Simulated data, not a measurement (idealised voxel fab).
process module | voxel ribs on slabs
cross-section cut | 175 nm wide | cells 5 nm
A cross-section is a grid of square cells, given in bands from the top down. A band is one or more rows of cells.
Each band's line starts with the height of the band's top and of its bottom, in nm. Then come its materials from left to right, each with its width in nm. One material with "throughout" fills the band from edge to edge. "air" is empty space.
Height 0 is the level under which the wafer as received is all one material. The lowest band goes on downwards, as in "0 down".
A width such as "30 to 40" changes by the same amount from each row of cells to the next, from the band's top row to its bottom row.
"no change" after a step means that no cell of the cross-section changed.
closed voids: empty space of 8 cells or more with no open way to the top, each as width x height at its distance from the left edge, in nm
after a step's settings: what the simulator itself notes on the step
overlay nm, on a step with a mask: how far to the right of its planned place the mask lay; to the left if negative
plan
1 op RECEIVE | material Si
2 op DIRECTIONAL_DEP | material SiO2 | thk nm 25
3 op DIRECTIONAL_DEP | material polySi | thk nm 15
4 op DIRECTIONAL_DEP | material aC | thk nm 10
5 op PATTERN | tone cover | mask id RIB | material resist | width nm 20 | thk nm 25 | overlay nm 0
6 op DIRECTIONAL_ETCH | etch materials aC | depth nm 10
7 op STRIP | etch materials resist
8 op DIRECTIONAL_ETCH | etch materials polySi | depth nm 10
9 op STRIP | etch materials aC
10 op PATTERN | tone cover | mask id SLAB | material resist | width nm 70 | thk nm 15 | overlay nm 0
11 op DIRECTIONAL_ETCH | etch materials polySi | depth nm 5
12 op STRIP | etch materials resist
13 op FILL_DEP | material SiO2 | thk nm 25
14 op CMP | height nm 60
15 op DIRECTIONAL_DEP | material TiN | thk nm 10
16 op DIRECTIONAL_DEP | material aC | thk nm 15
17 op PATTERN | tone cover | mask id HEATER | material resist | width nm 30 | thk nm 35 | overlay nm 0
18 op DIRECTIONAL_ETCH | etch materials aC | depth nm 15
19 op STRIP | etch materials resist
20 op DIRECTIONAL_ETCH | etch materials TiN | depth nm 10
21 op STRIP | etch materials aC
22 op CONFORMAL_DEP | material SiO2 | thk nm 5
first wafer, as planned
as received, after step 1
  0 down: Si throughout
  closed voids: none
after step 2
  25 to 0: SiO2 throughout
  below 0: unchanged
after step 3
  40 to 25: polySi throughout
  below 25: unchanged
after step 4
  50 to 40: aC throughout
  below 40: unchanged
after step 5
  75 to 50: air 75 | resist 20 | air 80
  below 50: unchanged
after step 6
  65 to 50: air 75 | resist 20 | air 80
  50 to 40: air 75 | aC 20 | air 80
  below 40: unchanged
after step 7
  50 to 40: air 75 | aC 20 | air 80
  below 40: unchanged
after step 8
  50 to 40: air 75 | aC 20 | air 80
  40 to 30: air 75 | polySi 20 | air 80
  below 30: unchanged
after step 9
  40 to 30: air 75 | polySi 20 | air 80
  below 30: unchanged
after step 10
  55 to 40: air 50 | resist 70 | air 55
  40 to 30: air 50 | resist 25 | polySi 20 | resist 25 | air 55
  below 30: unchanged
after step 11
  55 to 40: air 50 | resist 70 | air 55
  40 to 30: air 50 | resist 25 | polySi 20 | resist 25 | air 55
  30 to 25: air 50 | polySi 70 | air 55
  below 25: unchanged
after step 12
  40 to 30: air 75 | polySi 20 | air 80
  below 30: unchanged
after step 13
  65 to 40: SiO2 throughout
  40 to 30: SiO2 75 | polySi 20 | SiO2 80
  30 to 25: SiO2 50 | polySi 70 | SiO2 55
  below 25: unchanged
after step 14
  60 to 40: SiO2 throughout
  below 40: unchanged
after step 15
  70 to 60: TiN throughout
  below 60: unchanged
after step 16
  85 to 70: aC throughout
  below 70: unchanged
after step 17
  120 to 85: air 70 | resist 30 | air 75
  below 85: unchanged
after step 18
  105 to 85: air 70 | resist 30 | air 75
  85 to 70: air 70 | aC 30 | air 75
  below 70: unchanged
after step 19
  85 to 70: air 70 | aC 30 | air 75
  below 70: unchanged
after step 20
  85 to 70: air 70 | aC 30 | air 75
  70 to 60: air 70 | TiN 30 | air 75
  below 60: unchanged
after step 21
  70 to 60: air 70 | TiN 30 | air 75
  below 60: unchanged
after step 22
  75 to 70: air 65 | SiO2 40 | air 70
  70 to 65: air 65 | SiO2 5 | TiN 30 | SiO2 5 | air 70
  65 to 60: SiO2 70 | TiN 30 | SiO2 75
  below 60: unchanged
second wafer: like start, like plan, one mistake. Through step 16 it matches the first wafer
when step 17 should have ended
  120 to 85: air 75 | resist 30 | air 70
  below 85: unchanged
when step 18 should have ended
  105 to 85: air 75 | resist 30 | air 70
  85 to 70: air 75 | aC 30 | air 70
  below 70: unchanged
when step 19 should have ended
  85 to 70: air 75 | aC 30 | air 70
  below 70: unchanged
when step 20 should have ended
  85 to 70: air 75 | aC 30 | air 70
  70 to 60: air 75 | TiN 30 | air 70
  below 60: unchanged
when step 21 should have ended
  70 to 60: air 75 | TiN 30 | air 70
  below 60: unchanged
when step 22 should have ended
  75 to 70: air 70 | SiO2 40 | air 65
  70 to 65: air 70 | SiO2 5 | TiN 30 | SiO2 5 | air 65
  65 to 60: SiO2 75 | TiN 30 | SiO2 70
  below 60: unchanged
what went wrong: step 17 ran as: op PATTERN | tone cover | mask id HEATER | material resist | width nm 30 | thk nm 35 | overlay nm 5
at the end the second wafer has, in cells: as many of each material as the first, in other places
